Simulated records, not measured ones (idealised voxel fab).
process module | voxel released beams
This is section cut - it's 240 nm across, gridded in 5 nm square cells.
We lay out every cross-section as a grid of square cells and spell it out in bands from the top down, where one band means one or more rows of cells.
Per band: top height and bottom height in nm, followed by the left-to-right materials and their widths in nm; "throughout" marks a single material spanning edge to edge, "empty" marks empty space.
We count height from 0. Below that, the starting wafer is all one material. The lowest band never ends at the bottom but goes on down; see "from 0 down" for how that is written.
Top row gets the first number, bottom row gets the second, and each row in between changes by the same step: that is how a band width like "30->40" works.
Step marked "all unchanged"? Then no cell in the cross-section changed in it.
This entry, "Enclosed cavity list", enumerates those empty regions of no fewer than 8 cells that possess no open connection to the top. Each region is reported in the form width x height at distance, the distance being taken from the left edge, with all three quantities expressed in nm.
The remark found on a step's line after its settings is issued by the simulator itself and pertains to that step.
You can add "overlay nm" to a step's line. For a step with a mask, it describes how far the mask lay to the right of its planned position, and a negative number describes a lay to the left.

Steps planned for the process
1 RECEIVE [material Si]
2 CONFORMAL_DEP [material SiN] [thk nm 5]
3 DIRECTIONAL_DEP [material SiO2] [thk nm 15]
4 PATTERN [tone open] [mask id ANCHOR] [material resist] [width nm 40] [thk nm 15] [overlay nm 0]
5 DIRECTIONAL_ETCH [etch materials SiO2] [depth nm 15]
6 STRIP [etch materials resist]
7 CONFORMAL_DEP [material TiN] [thk nm 15]
8 MASKED_ETCH [tone cover] [mask id BEAM] [width nm 85] [etch materials TiN] [depth nm 15] [overlay nm 0]
9 STRIP [etch materials SiO2]

The first of a set of two wafers, run to plan

Here's what the wafer looked like in cross-section when it arrived - that's after step 1
  from 0 down: Si throughout
  Enclosed cavity list: none

The following cross-section depicts the wafer upon completion of step 2
  from 5 to 0: SiN throughout
  Rest of section, below 0: as before.

The following cross-section depicts the wafer upon completion of step 3
  from 20 to 5: SiO2 throughout
  Rest of section, below 5: as before.

The following cross-section depicts the wafer upon completion of step 4
  from 35 to 20: 80 of resist, then 40 of empty, then 120 of resist
  Rest of section, below 20: as before.

The following cross-section depicts the wafer upon completion of step 5
  from 35 to 20: 80 of resist, then 40 of empty, then 120 of resist
  from 20 to 5: 80 of SiO2, then 40 of empty, then 120 of SiO2
  Rest of section, below 5: as before.

The following cross-section depicts the wafer upon completion of step 6
  from 20 to 5: 80 of SiO2, then 40 of empty, then 120 of SiO2
  Rest of section, below 5: as before.

The following cross-section depicts the wafer upon completion of step 7
  from 35 to 20: 95 of TiN, then 10 of empty, then 135 of TiN
  from 20 to 5: 80 of SiO2, then 40 of TiN, then 120 of SiO2
  Rest of section, below 5: as before.

The following cross-section depicts the wafer upon completion of step 8
  from 35 to 20: 75 of empty, then 20 of TiN, then 10 of empty, then 55 of TiN, then 80 of empty
  Rest of section, below 20: as before.

The following cross-section depicts the wafer upon completion of step 9
  from 35 to 20: 75 of empty, then 20 of TiN, then 10 of empty, then 55 of TiN, then 80 of empty
  from 20 to 5: 80 of empty, then 40 of TiN, then 120 of empty
  Rest of section, below 5: as before.

Wafer two. Identical start, identical plan. One mistake in execution. Identical history through step 7

Cross-section, second wafer, at the end time the plan gives for step 8
  from 35 to 20: 70 of empty, then 25 of TiN, then 10 of empty, then 60 of TiN, then 75 of empty
  Rest of section, below 20: as before.

Cross-section, second wafer, at the end time the plan gives for step 9
  from 35 to 20: 70 of empty, then 25 of TiN, then 10 of empty, then 60 of TiN, then 75 of empty
  from 20 to 5: 80 of empty, then 40 of TiN, then 120 of empty
  Rest of section, below 5: as before.
Where did the run depart from the plan? step 8 deviated from plan and actually ran as MASKED_ETCH [tone cover] [mask id BEAM] [width nm 95] [etch materials TiN] [depth nm 15] [overlay nm 0]
Once processing is complete, comparing cell counts shows that the second wafer has more or fewer of certain materials than the first: 6 more of TiN
